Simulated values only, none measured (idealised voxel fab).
Process module, titled voxel wiring stack
Section cut is 195 nm wide and gridded with 5 nm square cells.
Throughout this document, each cross-section is represented as a grid of square cells and is presented as a sequence of bands enumerated from the top downward, where a band comprises one or more rows of cells.
Band: top and bottom heights (nm) first, top before bottom; then materials from left to right, widths in nm. "everywhere" marks a sole material filling the band edge to edge. "blank" denotes empty space.
Ref level 0: as-received wafer is one material below here. Bottom band extends down with no lower bound ("0 and below").
The two numbers in a width such as "30..40" mark its ends across the band: the first belongs to the top row of cells, the second to the bottom row, and from each row to the next the width moves by the same amount.
Key: "remains unaltered" - step with no changed cell in the cross-section.
You'll see "Unvented voids" listing empty spaces that have no way open to the top, as long as they're 8 cells or more; the notation is width x height at distance, where the distance is from the left edge, and all of it is in nm.
Anything after a step's settings on that line? It's the simulator's own note about the step.
overlay nm: mask right of planned place by this much (step with mask). Neg. = left.

# plan
| 1 | op RECEIVE | material Si |
| 2 | op CONFORMAL_DEP | material SiO2 | thk nm 15 |
| 3 | op CONFORMAL_DEP | material SiN | thk nm 5 |
| 4 | op DIRECTIONAL_DEP | material SiO2 | thk nm 25 |
| 5 | op DIRECTIONAL_DEP | material aC | thk nm 10 |
| 6 | op PATTERN | tone open | mask id METAL_1 | material resist | width nm 25 | pitch nm 45 | thk nm 25 | overlay nm 0 |
| 7 | op DIRECTIONAL_ETCH | etch materials aC | depth nm 10 |
| 8 | op STRIP | etch materials resist |
| 9 | op DIRECTIONAL_ETCH | etch materials SiO2 | depth nm 25 |
| 10 | op DIRECTIONAL_ETCH | etch materials SiN | depth nm 5 |
| 11 | op STRIP | etch materials aC |
| 12 | op CONFORMAL_DEP | material TiN | thk nm 5 |
| 13 | op FILL_DEP | material Ru | thk nm 5 |
| 14 | op CMP | height nm 45 |
| 15 | op EPI | material Ru | thk nm 5 |
| 16 | op FILL_DEP | material SiCN | thk nm 5 |
| 17 | op DIRECTIONAL_DEP | material SiO2 | thk nm 30 |
| 18 | op DIRECTIONAL_DEP | material aC | thk nm 15 |
| 19 | op PATTERN | tone open | mask id METAL_2 | material resist | width nm 25 | pitch nm 45 | thk nm 30 | overlay nm 0 |
| 20 | op DIRECTIONAL_ETCH | etch materials aC | depth nm 15 |
| 21 | op STRIP | etch materials resist |
| 22 | op DIRECTIONAL_ETCH | etch materials SiO2 | depth nm 15 |
| 23 | op STRIP | etch materials aC |
| 24 | op DIRECTIONAL_DEP | material aC | thk nm 10 |
| 25 | op PATTERN | tone open | mask id METAL_2_HOLES | material resist | width nm 15 | pitch nm 90 | thk nm 30 | overlay nm 0 |
| 26 | op DIRECTIONAL_ETCH | etch materials aC | depth nm 10 |
| 27 | op STRIP | etch materials resist |
| 28 | op DIRECTIONAL_ETCH | etch materials SiO2 | depth nm 15 |
| 29 | op DIRECTIONAL_ETCH | etch materials SiCN | depth nm 5 |
| 30 | op STRIP | etch materials aC |
| 31 | op CONFORMAL_DEP | material TiN | thk nm 5 |
| 32 | op FILL_DEP | material Cu | thk nm 5 |
| 33 | op CMP | height nm 85 |
| 34 | op CONFORMAL_DEP | material SiCN | thk nm 5 |
| 35 | op DIRECTIONAL_DEP | material lowk | thk nm 10 |
| 36 | op DIRECTIONAL_DEP | material aC | thk nm 15 |
| 37 | op PATTERN | tone open | mask id PLUG_2 | material resist | width nm 15 | pitch nm 45 | thk nm 30 | overlay nm 0 |
| 38 | op DIRECTIONAL_ETCH | etch materials aC | depth nm 15 |
| 39 | op STRIP | etch materials resist |
| 40 | op DIRECTIONAL_ETCH | etch materials lowk | depth nm 10 |
| 41 | op DIRECTIONAL_ETCH | etch materials SiCN | depth nm 5 |
| 42 | op STRIP | etch materials aC |
| 43 | op CONFORMAL_DEP | material TiN | thk nm 5 |
| 44 | op FILL_DEP | material Ru | thk nm 10 |
| 45 | op CMP | height nm 100 |
| 46 | op DIRECTIONAL_DEP | material TiN | thk nm 5 |
| 47 | op DIRECTIONAL_DEP | material W | thk nm 15 |
| 48 | op MASKED_ETCH | tone cover | mask id METAL_3 | width nm 25 | pitch nm 45 | etch materials W | depth nm 15 | overlay nm 0 |
| 49 | op MASKED_ETCH | tone cover | mask id METAL_3 | width nm 25 | pitch nm 45 | etch materials TiN | depth nm 5 | overlay nm 0 |
| 50 | op CONFORMAL_DEP | material SiN | thk nm 5 |
| 51 | op FILL_DEP | material lowk | thk nm 5 |
| 52 | op CMP | height nm 120 |
| 53 | op CONFORMAL_DEP | material SiN | thk nm 5 |

# Delivered wafer in cross-section: state after step 1
0 and below: Si everywhere
Unvented voids: none

# End-of-module XS, first of two wafers, run as planned
125 down to 120: SiN everywhere
120 down to 105: 35 of lowk; 5 of SiN; 25 of W; 5 of SiN; 10 of lowk; 5 of SiN; 25 of W; 5 of SiN; 10 of lowk; 5 of SiN; 25 of W; 5 of SiN; 35 of lowk
105 down to 100: 40 of SiN; 25 of TiN; 20 of SiN; 25 of TiN; 20 of SiN; 25 of TiN; 40 of SiN
100 down to 90: 40 of lowk; 5 of TiN; 5 of Ru; 5 of TiN; 30 of lowk; 5 of TiN; 5 of Ru; 5 of TiN; 30 of lowk; 5 of TiN; 5 of Ru; 5 of TiN; 50 of lowk
90 down to 85: 40 of SiCN; 15 of TiN; 30 of SiCN; 15 of TiN; 30 of SiCN; 15 of TiN; 50 of SiCN
85 down to 75: 40 of SiO2; 5 of TiN; 15 of Cu; 5 of TiN; 20 of SiO2; 5 of TiN; 15 of Cu; 5 of TiN; 20 of SiO2; 5 of TiN; 15 of Cu; 5 of TiN; 40 of SiO2
75 down to 70: 40 of SiO2; 5 of TiN; 5 of Cu; 15 of TiN; 20 of SiO2; 25 of TiN; 20 of SiO2; 5 of TiN; 5 of Cu; 15 of TiN; 40 of SiO2
70 down to 55: 40 of SiO2; 5 of TiN; 5 of Cu; 5 of TiN; 75 of SiO2; 5 of TiN; 5 of Cu; 5 of TiN; 50 of SiO2
55 down to 50: 40 of SiCN; 15 of TiN; 75 of SiCN; 15 of TiN; 50 of SiCN
50 down to 45: 35 of SiCN; 35 of Ru; 10 of SiCN; 35 of Ru; 10 of SiCN; 35 of Ru; 35 of SiCN
45 down to 20: 40 of SiO2; 5 of TiN; 15 of Ru; 5 of TiN; 20 of SiO2; 5 of TiN; 15 of Ru; 5 of TiN; 20 of SiO2; 5 of TiN; 15 of Ru; 5 of TiN; 40 of SiO2
20 down to 15: 40 of SiN; 25 of TiN; 20 of SiN; 25 of TiN; 20 of SiN; 25 of TiN; 40 of SiN
15 down to 0: SiO2 everywhere
0 and below: Si everywhere
Unvented voids: none

# This is the second of the two wafers, cross-sectioned at the end of the module; it started exactly like the first and was given the same plan, but it was run with one mistake
125 down to 120: SiN everywhere
120 down to 105: 35 of lowk; 5 of SiN; 25 of W; 5 of SiN; 10 of lowk; 5 of SiN; 25 of W; 5 of SiN; 10 of lowk; 5 of SiN; 25 of W; 5 of SiN; 35 of lowk
105 down to 100: 40 of SiN; 25 of TiN; 20 of SiN; 25 of TiN; 20 of SiN; 25 of TiN; 40 of SiN
100 down to 90: 40 of lowk; 5 of TiN; 5 of Ru; 5 of TiN; 30 of lowk; 5 of TiN; 5 of Ru; 5 of TiN; 30 of lowk; 5 of TiN; 5 of Ru; 5 of TiN; 50 of lowk
90 down to 85: 40 of SiCN; 15 of TiN; 30 of SiCN; 15 of TiN; 30 of SiCN; 15 of TiN; 50 of SiCN
85 down to 75: 40 of SiO2; 5 of TiN; 15 of Cu; 5 of TiN; 20 of SiO2; 5 of TiN; 15 of Cu; 5 of TiN; 20 of SiO2; 5 of TiN; 15 of Cu; 5 of TiN; 40 of SiO2
75 down to 70: 40 of SiO2; 5 of TiN; 5 of Cu; 15 of TiN; 20 of SiO2; 25 of TiN; 20 of SiO2; 5 of TiN; 5 of Cu; 15 of TiN; 40 of SiO2
70 down to 55: 40 of SiO2; 5 of TiN; 5 of Cu; 5 of TiN; 75 of SiO2; 5 of TiN; 5 of Cu; 5 of TiN; 50 of SiO2
55 down to 50: 40 of SiCN; 15 of TiN; 75 of SiCN; 15 of TiN; 50 of SiCN
50 down to 45: 35 of SiCN; 35 of Ru; 10 of SiCN; 35 of Ru; 10 of SiCN; 35 of Ru; 35 of SiCN
45 down to 35: 40 of SiO2; 5 of TiN; 15 of Ru; 5 of TiN; 20 of SiO2; 5 of TiN; 15 of Ru; 5 of TiN; 20 of SiO2; 5 of TiN; 15 of Ru; 5 of TiN; 40 of SiO2
35 down to 30: 40 of SiN; 25 of TiN; 20 of SiN; 25 of TiN; 20 of SiN; 25 of TiN; 40 of SiN
30 down to 0: SiO2 everywhere
0 and below: Si everywhere
Unvented voids: none
Deviation noted in wafer processing: step 2 of the plan was carried out twice
The second wafer ends with more or fewer cells of some materials than the first, per final count: Ru: 27 fewer; SiO2: 45 more; TiN: 18 fewer
